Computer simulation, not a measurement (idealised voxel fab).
The document below concerns the process module designated voxel wiring stack.
Xsec cut, 210 nm wide, square cell size 5 nm.
Reading order for cross-sections: top band down to bottom band. Underlying form: a grid of square cells. Band size: one or more rows of cells.
Band entry format. Leading values: height of top, height of bottom, nm. Remainder: materials in left-to-right order, each with its width in nm. Special words: "throughout" on a single material, which then fills the band edge to edge; "empty", empty space.
Basically, 0 is our baseline, since under it the wafer straight out of the box is all one material. The bottom band has no lower end and keeps on going down, so it looks like "0 and below".
The expression "30 to 40" gives the width at the extremes of the band, the first number at its top row of cells and the second at its bottom row, with the width changing by equal amounts from each row to the next in between.
What does "stayed the same" mean for a step? It means no cell of the cross-section changed in that step.
Heads up: "Sealed void list" only lists the empty pockets with no open path to the top that are 8 cells or more, and it writes them as width x height at distance, distance from the left edge, in nm.
Whatever follows a step's settings on its line is a remark the simulator itself makes about that step.
"overlay nm" on a masked step: distance the mask lay right of its planned place, negative for left.
Pairs, read this way: before one process step on the one hand, after it on the other, the after cross-section ending at the lowest band that changed; the step between, settings included, beneath. Same starting wafer throughout, but possibly different runs of this module, so no pair continues from the pair above unless its entry headed "Before-step section" says so.
## Before-step section
* 155 down to 120  SiO2 throughout
* 120 down to 115  SiCN throughout
* 115 down to 110  55 nm W, then 5 nm TiN, then 15 nm SiO2, then 5 nm TiN, then 10 nm W, then 5 nm TiN, then 15 nm SiO2, then 5 nm TiN, then 10 nm W, then 5 nm TiN, then 10 nm SiO2, then 5 nm TiN, then 65 nm W
* 110 down to 105  60 nm TiN, then 15 nm SiO2, then 5 nm TiN, then 10 nm W, then 5 nm TiN, then 15 nm SiO2, then 5 nm TiN, then 10 nm W, then 5 nm TiN, then 10 nm SiO2, then 70 nm TiN
* 105 down to 100  75 nm SiO2, then 5 nm TiN, then 10 nm W, then 5 nm TiN, then 15 nm SiO2, then 5 nm TiN, then 10 nm W, then 5 nm TiN, then 80 nm SiO2
* 100 down to 95  60 nm SiO2, then 15 nm SiN, then 20 nm TiN, then 15 nm SiN, then 20 nm TiN, then 10 nm SiN, then 70 nm SiO2
* 95 down to 90  60 nm SiO2, then 5 nm SiN, then 70 nm Ru, then 5 nm SiN, then 70 nm SiO2
* 90 down to 85  65 nm SiN, then 70 nm Ru, then 75 nm SiN
* 85 down to 80  75 nm SiCN, then 15 nm Ru, then 20 nm SiCN, then 15 nm Ru, then 85 nm SiCN
* 80 down to 65  75 nm SiO2, then 5 nm TiN, then 10 nm Cu, then 5 nm TiN, then 15 nm SiO2, then 5 nm TiN, then 10 nm Cu, then 5 nm TiN, then 80 nm SiO2
* 65 down to 60  75 nm SiO2, then 5 nm TiN, then 5 nm Cu, then 10 nm TiN, then 15 nm SiO2, then 20 nm TiN, then 80 nm SiO2
* 60 down to 45  75 nm SiO2, then 5 nm TiN, then 5 nm Cu, then 5 nm TiN, then 120 nm SiO2
* 45 down to 40  75 nm SiCN, then 15 nm TiN, then 120 nm SiCN
* 40 down to 20  70 nm SiO2, then 5 nm SiN, then 20 nm W, then 5 nm SiN, then 5 nm SiO2, then 5 nm SiN, then 20 nm W, then 5 nm SiN, then 75 nm SiO2
* 20 down to 15  75 nm SiN, then 20 nm TiN, then 15 nm SiN, then 20 nm TiN, then 80 nm SiN
* 15 down to 0  SiO2 throughout
* 0 and below  Si throughout
* Sealed void list: none
## Step Outcome
* 175 down to 155  75 nm resist, then 20 nm empty, then 15 nm resist, then 20 nm empty, then 80 nm resist
* All layers under 155 are left as they were.
* Sealed void list: none
It is this step that lies between the two cross-sections above: PATTERN, tone open, mask id METAL_4, material resist, width nm 20, pitch nm 35, thk nm 20, overlay nm 0
Before-step section: look at the pair above, its after cross-section is where this step starts.
## Step Outcome
* 175 down to 155  75 nm resist, then 20 nm empty, then 15 nm resist, then 20 nm empty, then 80 nm resist
* 155 down to 135  75 nm SiO2, then 20 nm empty, then 15 nm SiO2, then 20 nm empty, then 80 nm SiO2
* All layers under 135 are left as they were.
* Sealed void list: none
It is this step that lies between the two cross-sections above: DIRECTIONAL_ETCH, etch materials SiO2, depth nm 20
Before-step section: look at the pair above, its after cross-section is where this step starts.
## Step Outcome
* 155 down to 135  75 nm SiO2, then 20 nm empty, then 15 nm SiO2, then 20 nm empty, then 80 nm SiO2
* All layers under 135 are left as they were.
* Sealed void list: none
It is this step that lies between the two cross-sections above: STRIP, etch materials resist
Before-step section: look at the pair above, its after cross-section is where this step starts.
## Step Outcome
* 165 down to 155  75 nm aC, then 20 nm empty, then 15 nm aC, then 20 nm empty, then 80 nm aC
* 155 down to 145  75 nm SiO2, then 20 nm empty, then 15 nm SiO2, then 20 nm empty, then 80 nm SiO2
* 145 down to 135  75 nm SiO2, then 20 nm aC, then 15 nm SiO2, then 20 nm aC, then 80 nm SiO2
* All layers under 135 are left as they were.
* Sealed void list: none
It is this step that lies between the two cross-sections above: DIRECTIONAL_DEP, material aC, thk nm 10
Before-step section: look at the pair above, its after cross-section is where this step starts.
## Step Outcome
* 190 down to 165  75 nm resist, then 15 nm empty, then 20 nm resist, then 15 nm empty, then 85 nm resist
* 165 down to 155  75 nm aC, then 15 nm empty, then 5 nm resist, then 15 nm aC, then 15 nm empty, then 5 nm resist, then 80 nm aC
* 155 down to 145  75 nm SiO2, then 15 nm empty, then 5 nm resist, then 15 nm SiO2, then 15 nm empty, then 5 nm resist, then 80 nm SiO2
* All layers under 145 are left as they were.
* Sealed void list: none
It is this step that lies between the two cross-sections above: PATTERN, tone open, mask id METAL_4_HOLES, material resist, width nm 15, pitch nm 35, thk nm 25, overlay nm 0
Before-step section: look at the pair above, its after cross-section is where this step starts.
## Step Outcome
* 180 down to 165  75 nm resist, then 15 nm empty, then 20 nm resist, then 15 nm empty, then 85 nm resist
* 165 down to 155  75 nm aC, then 15 nm empty, then 5 nm resist, then 15 nm aC, then 15 nm empty, then 5 nm resist, then 80 nm aC
* 155 down to 145  75 nm SiO2, then 15 nm empty, then 5 nm resist, then 15 nm SiO2, then 15 nm empty, then 5 nm resist, then 80 nm SiO2
* 145 down to 135  75 nm SiO2, then 15 nm empty, then 5 nm aC, then 15 nm SiO2, then 15 nm empty, then 5 nm aC, then 80 nm SiO2
* All layers under 135 are left as they were.
* Sealed void list: none
It is this step that lies between the two cross-sections above: DIRECTIONAL_ETCH, etch materials aC, depth nm 10
Before-step section: look at the pair above, its after cross-section is where this step starts.
## Step Outcome
* 165 down to 155  75 nm aC, then 20 nm empty, then 15 nm aC, then 20 nm empty, then 80 nm aC
* 155 down to 145  75 nm SiO2, then 20 nm empty, then 15 nm SiO2, then 20 nm empty, then 80 nm SiO2
* All layers under 145 are left as they were.
* Sealed void list: none
It is this step that lies between the two cross-sections above: STRIP, etch materials resist
Before-step section: look at the pair above, its after cross-section is where this step starts.
## Step Outcome
* 165 down to 155  75 nm aC, then 20 nm empty, then 15 nm aC, then 20 nm empty, then 80 nm aC
* 155 down to 145  75 nm SiO2, then 20 nm empty, then 15 nm SiO2, then 20 nm empty, then 80 nm SiO2
* 145 down to 135  75 nm SiO2, then 15 nm empty, then 5 nm aC, then 15 nm SiO2, then 15 nm empty, then 5 nm aC, then 80 nm SiO2
* 135 down to 120  75 nm SiO2, then 15 nm empty, then 20 nm SiO2, then 15 nm empty, then 85 nm SiO2
* All layers under 120 are left as they were.
* Sealed void list: none
It is this step that lies between the two cross-sections above: DIRECTIONAL_ETCH, etch materials SiO2, depth nm 15
Before-step section: look at the pair above, its after cross-section is where this step starts.
## Step Outcome
* 165 down to 155  75 nm aC, then 20 nm empty, then 15 nm aC, then 20 nm empty, then 80 nm aC
* 155 down to 145  75 nm SiO2, then 20 nm empty, then 15 nm SiO2, then 20 nm empty, then 80 nm SiO2
* 145 down to 135  75 nm SiO2, then 15 nm empty, then 5 nm aC, then 15 nm SiO2, then 15 nm empty, then 5 nm aC, then 80 nm SiO2
* 135 down to 120  75 nm SiO2, then 15 nm empty, then 20 nm SiO2, then 15 nm empty, then 85 nm SiO2
* 120 down to 115  75 nm SiCN, then 15 nm empty, then 20 nm SiCN, then 15 nm empty, then 85 nm SiCN
* All layers under 115 are left as they were.
* Sealed void list: none
It is this step that lies between the two cross-sections above: DIRECTIONAL_ETCH, etch materials SiCN, depth nm 5
Before-step section: look at the pair above, its after cross-section is where this step starts.
## Step Outcome
* 155 down to 135  75 nm SiO2, then 20 nm empty, then 15 nm SiO2, then 20 nm empty, then 80 nm SiO2
* All layers under 135 are left as they were.
* Sealed void list: none
It is this step that lies between the two cross-sections above: STRIP, etch materials aC
Before-step section: look at the pair above, its after cross-section is where this step starts.
## Step Outcome
* 160 down to 155  80 nm TiN, then 10 nm empty, then 25 nm TiN, then 10 nm empty, then 85 nm TiN
* 155 down to 140  75 nm SiO2, then 5 nm TiN, then 10 nm empty, then 5 nm TiN, then 15 nm SiO2, then 5 nm TiN, then 10 nm empty, then 5 nm TiN, then 80 nm SiO2
* 140 down to 135  75 nm SiO2, then 5 nm TiN, then 5 nm empty, then 10 nm TiN, then 15 nm SiO2, then 5 nm TiN, then 5 nm empty, then 10 nm TiN, then 80 nm SiO2
* 135 down to 120  75 nm SiO2, then 5 nm TiN, then 5 nm empty, then 5 nm TiN, then 20 nm SiO2, then 5 nm TiN, then 5 nm empty, then 5 nm TiN, then 85 nm SiO2
* 120 down to 115  75 nm SiCN, then 15 nm TiN, then 20 nm SiCN, then 15 nm TiN, then 85 nm SiCN
* All layers under 115 are left as they were.
* Sealed void list: none
It is this step that lies between the two cross-sections above: CONFORMAL_DEP, material TiN, thk nm 5
Before-step section: look at the pair above, its after cross-section is where this step starts.
## Step Outcome
* 170 down to 160  Cu throughout
* 160 down to 155  80 nm TiN, then 10 nm Cu, then 25 nm TiN, then 10 nm Cu, then 85 nm TiN
* 155 down to 140  75 nm SiO2, then 5 nm TiN, then 10 nm Cu, then 5 nm TiN, then 15 nm SiO2, then 5 nm TiN, then 10 nm Cu, then 5 nm TiN, then 80 nm SiO2
* 140 down to 135  75 nm SiO2, then 5 nm TiN, then 5 nm Cu, then 10 nm TiN, then 15 nm SiO2, then 5 nm TiN, then 5 nm Cu, then 10 nm TiN, then 80 nm SiO2
* 135 down to 120  75 nm SiO2, then 5 nm TiN, then 5 nm Cu, then 5 nm TiN, then 20 nm SiO2, then 5 nm TiN, then 5 nm Cu, then 5 nm TiN, then 85 nm SiO2
* All layers under 120 are left as they were.
* Sealed void list: none
It is this step that lies between the two cross-sections above: FILL_DEP, material Cu, thk nm 10
Before-step section: look at the pair above, its after cross-section is where this step starts.
## Step Outcome
* 155 down to 140  75 nm SiO2, then 5 nm TiN, then 10 nm Cu, then 5 nm TiN, then 15 nm SiO2, then 5 nm TiN, then 10 nm Cu, then 5 nm TiN, then 80 nm SiO2
* All layers under 140 are left as they were.
* Sealed void list: none
It is this step that lies between the two cross-sections above: CMP, height nm 155
Before-step section: look at the pair above, its after cross-section is where this step starts.
## Step Outcome
* 160 down to 155  SiCN throughout
* All layers under 155 are left as they were.
* Sealed void list: none
It is this step that lies between the two cross-sections above: CONFORMAL_DEP, material SiCN, thk nm 5
## Before-step section
* 95 down to 90  75 nm SiO2, then 15 nm empty, then 20 nm SiO2, then 15 nm empty, then 85 nm SiO2
* 90 down to 85  75 nm SiO2, then 15 nm Ru, then 20 nm SiO2, then 15 nm Ru, then 85 nm SiO2
* 85 down to 80  75 nm SiCN, then 15 nm Ru, then 20 nm SiCN, then 15 nm Ru, then 85 nm SiCN
* 80 down to 65  75 nm SiO2, then 5 nm TiN, then 10 nm Cu, then 5 nm TiN, then 15 nm SiO2, then 5 nm TiN, then 10 nm Cu, then 5 nm TiN, then 80 nm SiO2
* 65 down to 60  75 nm SiO2, then 5 nm TiN, then 5 nm Cu, then 10 nm TiN, then 15 nm SiO2, then 20 nm TiN, then 80 nm SiO2
* 60 down to 45  75 nm SiO2, then 5 nm TiN, then 5 nm Cu, then 5 nm TiN, then 120 nm SiO2
* 45 down to 40  75 nm SiCN, then 15 nm TiN, then 120 nm SiCN
* 40 down to 20  70 nm SiO2, then 5 nm SiN, then 20 nm W, then 5 nm SiN, then 5 nm SiO2, then 5 nm SiN, then 20 nm W, then 5 nm SiN, then 75 nm SiO2
* 20 down to 15  75 nm SiN, then 20 nm TiN, then 15 nm SiN, then 20 nm TiN, then 80 nm SiN
* 15 down to 0  SiO2 throughout
* 0 and below  Si throughout
* Sealed void list: none
## Step Outcome
* 100 down to 95  70 nm empty, then 25 nm Ru, then 10 nm empty, then 25 nm Ru, then 80 nm empty
* 95 down to 85  75 nm SiO2, then 15 nm Ru, then 20 nm SiO2, then 15 nm Ru, then 85 nm SiO2
* All layers under 85 are left as they were.
* Sealed void list: none
It is this step that lies between the two cross-sections above: EPI, material Ru, thk nm 10
Before-step section: look at the pair above, its after cross-section is where this step starts.
## Step Outcome
* 105 down to 95  65 nm empty, then 70 nm Ru, then 75 nm empty
* All layers under 95 are left as they were.
* Sealed void list: none
It is this step that lies between the two cross-sections above: EPI, material Ru, thk nm 5
Before-step section: look at the pair above, its after cross-section is where this step starts.
## Step Outcome
* 110 down to 105  60 nm empty, then 80 nm SiN, then 70 nm empty
* 105 down to 100  60 nm empty, then 5 nm SiN, then 70 nm Ru, then 5 nm SiN, then 70 nm empty
* 100 down to 95  65 nm SiN, then 70 nm Ru, then 75 nm SiN
* All layers under 95 are left as they were.
* Sealed void list: none
It is this step that lies between the two cross-sections above: CONFORMAL_DEP, material SiN, thk nm 5
Before-step section: look at the pair above, its after cross-section is where this step starts.
## Step Outcome
* 125 down to 115  60 nm empty, then 80 nm SiO2, then 70 nm empty
* 115 down to 110  SiO2 throughout
* 110 down to 105  60 nm SiO2, then 80 nm SiN, then 70 nm SiO2
* 105 down to 100  60 nm SiO2, then 5 nm SiN, then 70 nm Ru, then 5 nm SiN, then 70 nm SiO2
* All layers under 100 are left as they were.
* Sealed void list: none
It is this step that lies between the two cross-sections above: DIRECTIONAL_DEP, material SiO2, thk nm 15
Before-step section: look at the pair above, its after cross-section is where this step starts.
## Step Outcome
* 145 down to 125  75 nm resist, then 20 nm empty, then 15 nm resist, then 20 nm empty, then 80 nm resist
* 125 down to 115  60 nm resist, then 80 nm SiO2, then 70 nm resist
* All layers under 115 are left as they were.
* Sealed void list: none
It is this step that lies between the two cross-sections above: PATTERN, tone open, mask id METAL_3, material resist, width nm 20, pitch nm 35, thk nm 20, overlay nm 0
Before-step section: look at the pair above, its after cross-section is where this step starts.
## Step Outcome
* 145 down to 125  75 nm resist, then 20 nm empty, then 15 nm resist, then 20 nm empty, then 80 nm resist
* 125 down to 115  60 nm resist, then 15 nm SiO2, then 20 nm empty, then 15 nm SiO2, then 20 nm empty, then 10 nm SiO2, then 70 nm resist
* 115 down to 110  75 nm SiO2, then 20 nm empty, then 15 nm SiO2, then 20 nm empty, then 80 nm SiO2
* All layers under 110 are left as they were.
* Sealed void list: none
It is this step that lies between the two cross-sections above: DIRECTIONAL_ETCH, etch materials SiO2, depth nm 15
Before-step section: look at the pair above, its after cross-section is where this step starts.
## Step Outcome
* 145 down to 125  75 nm resist, then 20 nm empty, then 15 nm resist, then 20 nm empty, then 80 nm resist
* 125 down to 115  60 nm resist, then 15 nm SiO2, then 20 nm empty, then 15 nm SiO2, then 20 nm empty, then 10 nm SiO2, then 70 nm resist
* 115 down to 110  75 nm SiO2, then 20 nm empty, then 15 nm SiO2, then 20 nm empty, then 80 nm SiO2
* 110 down to 105  60 nm SiO2, then 15 nm SiN, then 20 nm empty, then 15 nm SiN, then 20 nm empty, then 10 nm SiN, then 70 nm SiO2
* All layers under 105 are left as they were.
* Sealed void list: none
It is this step that lies between the two cross-sections above: DIRECTIONAL_ETCH, etch materials SiN, depth nm 5
Before-step section: look at the pair above, its after cross-section is where this step starts.
## Step Outcome
* 125 down to 115  60 nm empty, then 15 nm SiO2, then 20 nm empty, then 15 nm SiO2, then 20 nm empty, then 10 nm SiO2, then 70 nm empty
* All layers under 115 are left as they were.
* Sealed void list: none
It is this step that lies between the two cross-sections above: STRIP, etch materials resist
Before-step section: look at the pair above, its after cross-section is where this step starts.
## Step Outcome
* 130 down to 125  55 nm empty, then 25 nm TiN, then 10 nm empty, then 25 nm TiN, then 10 nm empty, then 20 nm TiN, then 65 nm empty
* 125 down to 120  55 nm empty, then 5 nm TiN, then 15 nm SiO2, then 5 nm TiN, then 10 nm empty, then 5 nm TiN, then 15 nm SiO2, then 5 nm TiN, then 10 nm empty, then 5 nm TiN, then 10 nm SiO2, then 5 nm TiN, then 65 nm empty
* 120 down to 115  60 nm TiN, then 15 nm SiO2, then 5 nm TiN, then 10 nm empty, then 5 nm TiN, then 15 nm SiO2, then 5 nm TiN, then 10 nm empty, then 5 nm TiN, then 10 nm SiO2, then 70 nm TiN
* 115 down to 110  75 nm SiO2, then 5 nm TiN, then 10 nm empty, then 5 nm TiN, then 15 nm SiO2, then 5 nm TiN, then 10 nm empty, then 5 nm TiN, then 80 nm SiO2
* 110 down to 105  60 nm SiO2, then 15 nm SiN, then 20 nm TiN, then 15 nm SiN, then 20 nm TiN, then 10 nm SiN, then 70 nm SiO2
* All layers under 105 are left as they were.
* Sealed void list: none
It is this step that lies between the two cross-sections above: CONFORMAL_DEP, material TiN, thk nm 5
Before-step section: look at the pair above, its after cross-section is where this step starts.
## Step Outcome
* 140 down to 130  W throughout
* 130 down to 125  55 nm W, then 25 nm TiN, then 10 nm W, then 25 nm TiN, then 10 nm W, then 20 nm TiN, then 65 nm W
* 125 down to 120  55 nm W, then 5 nm TiN, then 15 nm SiO2, then 5 nm TiN, then 10 nm W, then 5 nm TiN, then 15 nm SiO2, then 5 nm TiN, then 10 nm W, then 5 nm TiN, then 10 nm SiO2, then 5 nm TiN, then 65 nm W
* 120 down to 115  60 nm TiN, then 15 nm SiO2, then 5 nm TiN, then 10 nm W, then 5 nm TiN, then 15 nm SiO2, then 5 nm TiN, then 10 nm W, then 5 nm TiN, then 10 nm SiO2, then 70 nm TiN
* 115 down to 110  75 nm SiO2, then 5 nm TiN, then 10 nm W, then 5 nm TiN, then 15 nm SiO2, then 5 nm TiN, then 10 nm W, then 5 nm TiN, then 80 nm SiO2
* All layers under 110 are left as they were.
* Sealed void list: none
It is this step that lies between the two cross-sections above: FILL_DEP, material W, thk nm 10
Before-step section: look at the pair above, its after cross-section is where this step starts.
## Step Outcome
* 115 down to 110  75 nm SiO2, then 5 nm TiN, then 10 nm W, then 5 nm TiN, then 15 nm SiO2, then 5 nm TiN, then 10 nm W, then 5 nm TiN, then 80 nm SiO2
* All layers under 110 are left as they were.
* Sealed void list: none
It is this step that lies between the two cross-sections above: CMP, height nm 115
Before-step section: look at the pair above, its after cross-section is where this step starts.
## Step Outcome
* 120 down to 115  SiCN throughout
* All layers under 115 are left as they were.
* Sealed void list: none
It is this step that lies between the two cross-sections above: CONFORMAL_DEP, material SiCN, thk nm 5
Before-step section: look at the pair above, its after cross-section is where this step starts.
## Step Outcome
* 155 down to 120  SiO2 throughout
* All layers under 120 are left as they were.
* Sealed void list: none
It is this step that lies between the two cross-sections above: DIRECTIONAL_DEP, material SiO2, thk nm 35
Before-step section: look at the pair above, its after cross-section is where this step starts.
## Step Outcome
* 175 down to 155  75 nm resist, then 20 nm empty, then 15 nm resist, then 20 nm empty, then 80 nm resist
* All layers under 155 are left as they were.
* Sealed void list: none
It is this step that lies between the two cross-sections above: PATTERN, tone open, mask id METAL_4, material resist, width nm 20, pitch nm 35, thk nm 20, overlay nm 0
Before-step section: look at the pair above, its after cross-section is where this step starts.
## Step Outcome
* 175 down to 155  75 nm resist, then 20 nm empty, then 15 nm resist, then 20 nm empty, then 80 nm resist
* 155 down to 135  75 nm SiO2, then 20 nm empty, then 15 nm SiO2, then 20 nm empty, then 80 nm SiO2
* All layers under 135 are left as they were.
* Sealed void list: none
It is this step that lies between the two cross-sections above: DIRECTIONAL_ETCH, etch materials SiO2, depth nm 20
Before-step section: look at the pair above, its after cross-section is where this step starts.
## Step Outcome
* 155 down to 135  75 nm SiO2, then 20 nm empty, then 15 nm SiO2, then 20 nm empty, then 80 nm SiO2
* All layers under 135 are left as they were.
* Sealed void list: none
It is this step that lies between the two cross-sections above: STRIP, etch materials resist
Before-step section: look at the pair above, its after cross-section is where this step starts.
## Step Outcome
* 165 down to 155  75 nm aC, then 20 nm empty, then 15 nm aC, then 20 nm empty, then 80 nm aC
* 155 down to 145  75 nm SiO2, then 20 nm empty, then 15 nm SiO2, then 20 nm empty, then 80 nm SiO2
* 145 down to 135  75 nm SiO2, then 20 nm aC, then 15 nm SiO2, then 20 nm aC, then 80 nm SiO2
* All layers under 135 are left as they were.
* Sealed void list: none
It is this step that lies between the two cross-sections above: DIRECTIONAL_DEP, material aC, thk nm 10
Before-step section: look at the pair above, its after cross-section is where this step starts.
## Step Outcome
* 190 down to 165  75 nm resist, then 15 nm empty, then 20 nm resist, then 15 nm empty, then 85 nm resist
* 165 down to 155  75 nm aC, then 15 nm empty, then 5 nm resist, then 15 nm aC, then 15 nm empty, then 5 nm resist, then 80 nm aC
* 155 down to 145  75 nm SiO2, then 15 nm empty, then 5 nm resist, then 15 nm SiO2, then 15 nm empty, then 5 nm resist, then 80 nm SiO2
* All layers under 145 are left as they were.
* Sealed void list: none
It is this step that lies between the two cross-sections above: PATTERN, tone open, mask id METAL_4_HOLES, material resist, width nm 15, pitch nm 35, thk nm 25, overlay nm 0
Before-step section: look at the pair above, its after cross-section is where this step starts.
## Step Outcome
* 180 down to 165  75 nm resist, then 15 nm empty, then 20 nm resist, then 15 nm empty, then 85 nm resist
* 165 down to 155  75 nm aC, then 15 nm empty, then 5 nm resist, then 15 nm aC, then 15 nm empty, then 5 nm resist, then 80 nm aC
* 155 down to 145  75 nm SiO2, then 15 nm empty, then 5 nm resist, then 15 nm SiO2, then 15 nm empty, then 5 nm resist, then 80 nm SiO2
* 145 down to 135  75 nm SiO2, then 15 nm empty, then 5 nm aC, then 15 nm SiO2, then 15 nm empty, then 5 nm aC, then 80 nm SiO2
* All layers under 135 are left as they were.
* Sealed void list: none
It is this step that lies between the two cross-sections above: DIRECTIONAL_ETCH, etch materials aC, depth nm 10
Before-step section: look at the pair above, its after cross-section is where this step starts.
## Step Outcome
* 165 down to 155  75 nm aC, then 20 nm empty, then 15 nm aC, then 20 nm empty, then 80 nm aC
* 155 down to 145  75 nm SiO2, then 20 nm empty, then 15 nm SiO2, then 20 nm empty, then 80 nm SiO2
* All layers under 145 are left as they were.
* Sealed void list: none
It is this step that lies between the two cross-sections above: STRIP, etch materials resist
Before-step section: look at the pair above, its after cross-section is where this step starts.
## Step Outcome
* 165 down to 155  75 nm aC, then 20 nm empty, then 15 nm aC, then 20 nm empty, then 80 nm aC
* 155 down to 145  75 nm SiO2, then 20 nm empty, then 15 nm SiO2, then 20 nm empty, then 80 nm SiO2
* 145 down to 135  75 nm SiO2, then 15 nm empty, then 5 nm aC, then 15 nm SiO2, then 15 nm empty, then 5 nm aC, then 80 nm SiO2
* 135 down to 120  75 nm SiO2, then 15 nm empty, then 20 nm SiO2, then 15 nm empty, then 85 nm SiO2
* All layers under 120 are left as they were.
* Sealed void list: none
It is this step that lies between the two cross-sections above: DIRECTIONAL_ETCH, etch materials SiO2, depth nm 15
Before-step section: look at the pair above, its after cross-section is where this step starts.
## Step Outcome
* 165 down to 155  75 nm aC, then 20 nm empty, then 15 nm aC, then 20 nm empty, then 80 nm aC
* 155 down to 145  75 nm SiO2, then 20 nm empty, then 15 nm SiO2, then 20 nm empty, then 80 nm SiO2
* 145 down to 135  75 nm SiO2, then 15 nm empty, then 5 nm aC, then 15 nm SiO2, then 15 nm empty, then 5 nm aC, then 80 nm SiO2
* 135 down to 120  75 nm SiO2, then 15 nm empty, then 20 nm SiO2, then 15 nm empty, then 85 nm SiO2
* 120 down to 115  75 nm SiCN, then 15 nm empty, then 20 nm SiCN, then 15 nm empty, then 85 nm SiCN
* All layers under 115 are left as they were.
* Sealed void list: none
It is this step that lies between the two cross-sections above: DIRECTIONAL_ETCH, etch materials SiCN, depth nm 5
Before-step section: look at the pair above, its after cross-section is where this step starts.
## Step Outcome
* 155 down to 135  75 nm SiO2, then 20 nm empty, then 15 nm SiO2, then 20 nm empty, then 80 nm SiO2
* All layers under 135 are left as they were.
* Sealed void list: none
It is this step that lies between the two cross-sections above: STRIP, etch materials aC
Before-step section: look at the pair above, its after cross-section is where this step starts.
## Step Outcome
* 160 down to 155  80 nm TiN, then 10 nm empty, then 25 nm TiN, then 10 nm empty, then 85 nm TiN
* 155 down to 140  75 nm SiO2, then 5 nm TiN, then 10 nm empty, then 5 nm TiN, then 15 nm SiO2, then 5 nm TiN, then 10 nm empty, then 5 nm TiN, then 80 nm SiO2
* 140 down to 135  75 nm SiO2, then 5 nm TiN, then 5 nm empty, then 10 nm TiN, then 15 nm SiO2, then 5 nm TiN, then 5 nm empty, then 10 nm TiN, then 80 nm SiO2
* 135 down to 120  75 nm SiO2, then 5 nm TiN, then 5 nm empty, then 5 nm TiN, then 20 nm SiO2, then 5 nm TiN, then 5 nm empty, then 5 nm TiN, then 85 nm SiO2
* 120 down to 115  75 nm SiCN, then 15 nm TiN, then 20 nm SiCN, then 15 nm TiN, then 85 nm SiCN
* All layers under 115 are left as they were.
* Sealed void list: none
It is this step that lies between the two cross-sections above: CONFORMAL_DEP, material TiN, thk nm 5
Before-step section: look at the pair above, its after cross-section is where this step starts.
## Step Outcome
* 170 down to 160  Cu throughout
* 160 down to 155  80 nm TiN, then 10 nm Cu, then 25 nm TiN, then 10 nm Cu, then 85 nm TiN
* 155 down to 140  75 nm SiO2, then 5 nm TiN, then 10 nm Cu, then 5 nm TiN, then 15 nm SiO2, then 5 nm TiN, then 10 nm Cu, then 5 nm TiN, then 80 nm SiO2
* 140 down to 135  75 nm SiO2, then 5 nm TiN, then 5 nm Cu, then 10 nm TiN, then 15 nm SiO2, then 5 nm TiN, then 5 nm Cu, then 10 nm TiN, then 80 nm SiO2
* 135 down to 120  75 nm SiO2, then 5 nm TiN, then 5 nm Cu, then 5 nm TiN, then 20 nm SiO2, then 5 nm TiN, then 5 nm Cu, then 5 nm TiN, then 85 nm SiO2
* All layers under 120 are left as they were.
* Sealed void list: none
It is this step that lies between the two cross-sections above: FILL_DEP, material Cu, thk nm 10
Before-step section: look at the pair above, its after cross-section is where this step starts.
## Step Outcome
* 155 down to 140  75 nm SiO2, then 5 nm TiN, then 10 nm Cu, then 5 nm TiN, then 15 nm SiO2, then 5 nm TiN, then 10 nm Cu, then 5 nm TiN, then 80 nm SiO2
* All layers under 140 are left as they were.
* Sealed void list: none
It is this step that lies between the two cross-sections above: CMP, height nm 155
Before-step section: look at the pair above, its after cross-section is where this step starts.
## Step Outcome
* 160 down to 155  SiCN throughout
* All layers under 155 are left as they were.
* Sealed void list: none
It is this step that lies between the two cross-sections above: CONFORMAL_DEP, material SiCN, thk nm 5
## Before-step section
* 175 down to 155  75 nm resist, then 20 nm empty, then 15 nm resist, then 20 nm empty, then 80 nm resist
* 155 down to 135  75 nm SiO2, then 20 nm empty, then 15 nm SiO2, then 20 nm empty, then 80 nm SiO2
* 135 down to 120  SiO2 throughout
* 120 down to 115  SiCN throughout
* 115 down to 100  75 nm SiO2, then 5 nm TiN, then 10 nm W, then 5 nm TiN, then 15 nm SiO2, then 5 nm TiN, then 10 nm W, then 5 nm TiN, then 80 nm SiO2
* 100 down to 95  75 nm SiN, then 20 nm TiN, then 15 nm SiN, then 20 nm TiN, then 80 nm SiN
* 95 down to 85  75 nm SiO2, then 15 nm Ru, then 20 nm SiO2, then 15 nm Ru, then 85 nm SiO2
* 85 down to 80  75 nm SiCN, then 15 nm Ru, then 20 nm SiCN, then 15 nm Ru, then 85 nm SiCN
* 80 down to 65  75 nm SiO2, then 5 nm TiN, then 10 nm Cu, then 5 nm TiN, then 15 nm SiO2, then 5 nm TiN, then 10 nm Cu, then 5 nm TiN, then 80 nm SiO2
* 65 down to 60  75 nm SiO2, then 5 nm TiN, then 5 nm Cu, then 10 nm TiN, then 15 nm SiO2, then 20 nm TiN, then 80 nm SiO2
* 60 down to 45  75 nm SiO2, then 5 nm TiN, then 5 nm Cu, then 5 nm TiN, then 120 nm SiO2
* 45 down to 40  75 nm SiCN, then 15 nm TiN, then 120 nm SiCN
* 40 down to 20  70 nm SiO2, then 5 nm SiN, then 20 nm W, then 5 nm SiN, then 5 nm SiO2, then 5 nm SiN, then 20 nm W, then 5 nm SiN, then 75 nm SiO2
* 20 down to 15  75 nm SiN, then 20 nm TiN, then 15 nm SiN, then 20 nm TiN, then 80 nm SiN
* 15 down to 0  SiO2 throughout
* 0 and below  Si throughout
* Sealed void list: none
## Step Outcome
* 185 down to 175  75 nm aC, then 20 nm empty, then 15 nm aC, then 20 nm empty, then 80 nm aC
* 175 down to 155  75 nm resist, then 20 nm empty, then 15 nm resist, then 20 nm empty, then 80 nm resist
* 155 down to 145  75 nm SiO2, then 20 nm empty, then 15 nm SiO2, then 20 nm empty, then 80 nm SiO2
* 145 down to 135  75 nm SiO2, then 20 nm aC, then 15 nm SiO2, then 20 nm aC, then 80 nm SiO2
* All layers under 135 are left as they were.
* Sealed void list: none
It is this step that lies between the two cross-sections above: DIRECTIONAL_DEP, material aC, thk nm 10
Before-step section: look at the pair above, its after cross-section is where this step starts.
## Step Outcome
* 155 down to 145  75 nm SiO2, then 20 nm empty, then 15 nm SiO2, then 20 nm empty, then 80 nm SiO2
* All layers under 145 are left as they were.
* Sealed void list: none
It is this step that lies between the two cross-sections above: STRIP, etch materials resist
Before-step section: look at the pair above, its after cross-section is where this step starts.
## Step Outcome
* 180 down to 155  75 nm resist, then 15 nm empty, then 20 nm resist, then 15 nm empty, then 85 nm resist
* 155 down to 145  75 nm SiO2, then 15 nm empty, then 5 nm resist, then 15 nm SiO2, then 15 nm empty, then 5 nm resist, then 80 nm SiO2
* All layers under 145 are left as they were.
* Sealed void list: none
It is this step that lies between the two cross-sections above: PATTERN, tone open, mask id METAL_4_HOLES, material resist, width nm 15, pitch nm 35, thk nm 25, overlay nm 0
